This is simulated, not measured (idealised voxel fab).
You're looking at the process module voxel ribs on slabs.
Square cells of 5 nm make up the cross-section cut, whose width is 270 nm.
Just so we're on the same page, the cross-sections are grids of square cells, and they're listed out in bands top to bottom, each band one or more rows deep.
Heads up on the band format: heights come first, top then bottom, in nm. After that it's the materials left to right, each with its width in nm. A single material flagged "everywhere" fills the whole band edge to edge, and "air" means there's empty space there.
Ref level 0: as-received wafer is one material below here. Bottom band extends down with no lower bound ("0 and below").
Read "30 to 40" as a graded width: first number on top, second number at the bottom, same change between each pair of neighbouring rows.
"no change" (step): cross-section cells unchanged, all of them.
Entry "Trapped void list" = empty spaces >= 8 cells with no open way to the top; each as width x height at distance, distance from left edge, all nm.
Text after the settings on a step's line: the simulator's own remark on that step.
You can add "overlay nm" to a step's line. For a step with a mask, it describes how far the mask lay to the right of its planned position, and a negative number describes a lay to the left.

# Intended process steps
1) RECEIVE: material Si
2) DIRECTIONAL_DEP: material SiO2, thk nm 25
3) DIRECTIONAL_DEP: material polySi, thk nm 15
4) MASKED_ETCH: tone cover, mask id RIB, width nm 20, etch materials polySi, depth nm 5, overlay nm 0
5) MASKED_ETCH: tone cover, mask id SLAB, width nm 80, etch materials polySi, depth nm 10, overlay nm 0
6) FILL_DEP: material SiO2, thk nm 15
7) CMP: height nm 50
8) DIRECTIONAL_DEP: material TiN, thk nm 10
9) DIRECTIONAL_DEP: material aC, thk nm 10
10) PATTERN: tone cover, mask id HEATER, material resist, width nm 30, thk nm 25, overlay nm 0
11) DIRECTIONAL_ETCH: etch materials aC, depth nm 10
12) STRIP: etch materials resist
13) DIRECTIONAL_ETCH: etch materials TiN, depth nm 10
14) STRIP: etch materials aC
15) CONFORMAL_DEP: material SiN, thk nm 5

# First wafer, two in total, run as planned

# Cross-section: wafer on arrival = after step 1
0 and below | Si everywhere
Trapped void list: none

# How the wafer stands in section after step 2
25 down to 0 | SiO2 everywhere
Below a height of 0, the structure has not been altered.

# How the wafer stands in section after step 3
40 down to 25 | polySi everywhere
Below a height of 25, the structure has not been altered.

# How the wafer stands in section after step 4
40 down to 35 | 125 nm air  20 nm polySi  125 nm air
Below a height of 35, the structure has not been altered.

# How the wafer stands in section after step 5
40 down to 35 | 125 nm air  20 nm polySi  125 nm air
35 down to 25 | 95 nm air  80 nm polySi  95 nm air
Below a height of 25, the structure has not been altered.

# How the wafer stands in section after step 6
55 down to 40 | SiO2 everywhere
40 down to 35 | 125 nm SiO2  20 nm polySi  125 nm SiO2
35 down to 25 | 95 nm SiO2  80 nm polySi  95 nm SiO2
Below a height of 25, the structure has not been altered.

# How the wafer stands in section after step 7
50 down to 40 | SiO2 everywhere
Below a height of 40, the structure has not been altered.

# How the wafer stands in section after step 8
60 down to 50 | TiN everywhere
Below a height of 50, the structure has not been altered.

# How the wafer stands in section after step 9
70 down to 60 | aC everywhere
Below a height of 60, the structure has not been altered.

# How the wafer stands in section after step 10
95 down to 70 | 120 nm air  30 nm resist  120 nm air
Below a height of 70, the structure has not been altered.

# How the wafer stands in section after step 11
85 down to 70 | 120 nm air  30 nm resist  120 nm air
70 down to 60 | 120 nm air  30 nm aC  120 nm air
Below a height of 60, the structure has not been altered.

# How the wafer stands in section after step 12
70 down to 60 | 120 nm air  30 nm aC  120 nm air
Below a height of 60, the structure has not been altered.

# How the wafer stands in section after step 13
70 down to 60 | 120 nm air  30 nm aC  120 nm air
60 down to 50 | 120 nm air  30 nm TiN  120 nm air
Below a height of 50, the structure has not been altered.

# How the wafer stands in section after step 14
60 down to 50 | 120 nm air  30 nm TiN  120 nm air
Below a height of 50, the structure has not been altered.

# How the wafer stands in section after step 15
65 down to 60 | 115 nm air  40 nm SiN  115 nm air
60 down to 55 | 115 nm air  5 nm SiN  30 nm TiN  5 nm SiN  115 nm air
55 down to 50 | 120 nm SiN  30 nm TiN  120 nm SiN
Below a height of 50, the structure has not been altered.

# Second of two: same start, same plan, one run error; steps up to and including 3 match the first

# Cross-section of the second wafer at the time step 4 of the plan should have ended
40 down to 35 | 130 nm air  20 nm polySi  120 nm air
Below a height of 35, the structure has not been altered.

# Cross-section of the second wafer at the time step 5 of the plan should have ended
40 down to 35 | 130 nm air  20 nm polySi  120 nm air
35 down to 25 | 95 nm air  80 nm polySi  95 nm air
Below a height of 25, the structure has not been altered.

# Cross-section of the second wafer at the time step 6 of the plan should have ended
55 down to 40 | SiO2 everywhere
40 down to 35 | 130 nm SiO2  20 nm polySi  120 nm SiO2
35 down to 25 | 95 nm SiO2  80 nm polySi  95 nm SiO2
Below a height of 25, the structure has not been altered.

# Cross-section of the second wafer at the time step 7 of the plan should have ended
50 down to 40 | SiO2 everywhere
Below a height of 40, the structure has not been altered.

# Cross-section of the second wafer at the time step 8 of the plan should have ended
60 down to 50 | TiN everywhere
Below a height of 50, the structure has not been altered.

# Cross-section of the second wafer at the time step 9 of the plan should have ended
70 down to 60 | aC everywhere
Below a height of 60, the structure has not been altered.

# Cross-section of the second wafer at the time step 10 of the plan should have ended
95 down to 70 | 120 nm air  30 nm resist  120 nm air
Below a height of 70, the structure has not been altered.

# Cross-section of the second wafer at the time step 11 of the plan should have ended
85 down to 70 | 120 nm air  30 nm resist  120 nm air
70 down to 60 | 120 nm air  30 nm aC  120 nm air
Below a height of 60, the structure has not been altered.

# Cross-section of the second wafer at the time step 12 of the plan should have ended
70 down to 60 | 120 nm air  30 nm aC  120 nm air
Below a height of 60, the structure has not been altered.

# Cross-section of the second wafer at the time step 13 of the plan should have ended
70 down to 60 | 120 nm air  30 nm aC  120 nm air
60 down to 50 | 120 nm air  30 nm TiN  120 nm air
Below a height of 50, the structure has not been altered.

# Cross-section of the second wafer at the time step 14 of the plan should have ended
60 down to 50 | 120 nm air  30 nm TiN  120 nm air
Below a height of 50, the structure has not been altered.

# Cross-section of the second wafer at the time step 15 of the plan should have ended
65 down to 60 | 115 nm air  40 nm SiN  115 nm air
60 down to 55 | 115 nm air  5 nm SiN  30 nm TiN  5 nm SiN  115 nm air
55 down to 50 | 120 nm SiN  30 nm TiN  120 nm SiN
Below a height of 50, the structure has not been altered.
Where did the run depart from the plan? step 4 off recipe, ran as MASKED_ETCH: tone cover, mask id RIB, width nm 20, etch materials polySi, depth nm 5, overlay nm 5
So at the finish, the second wafer's got exactly as many cells of each material as the first, just not in the same spots.
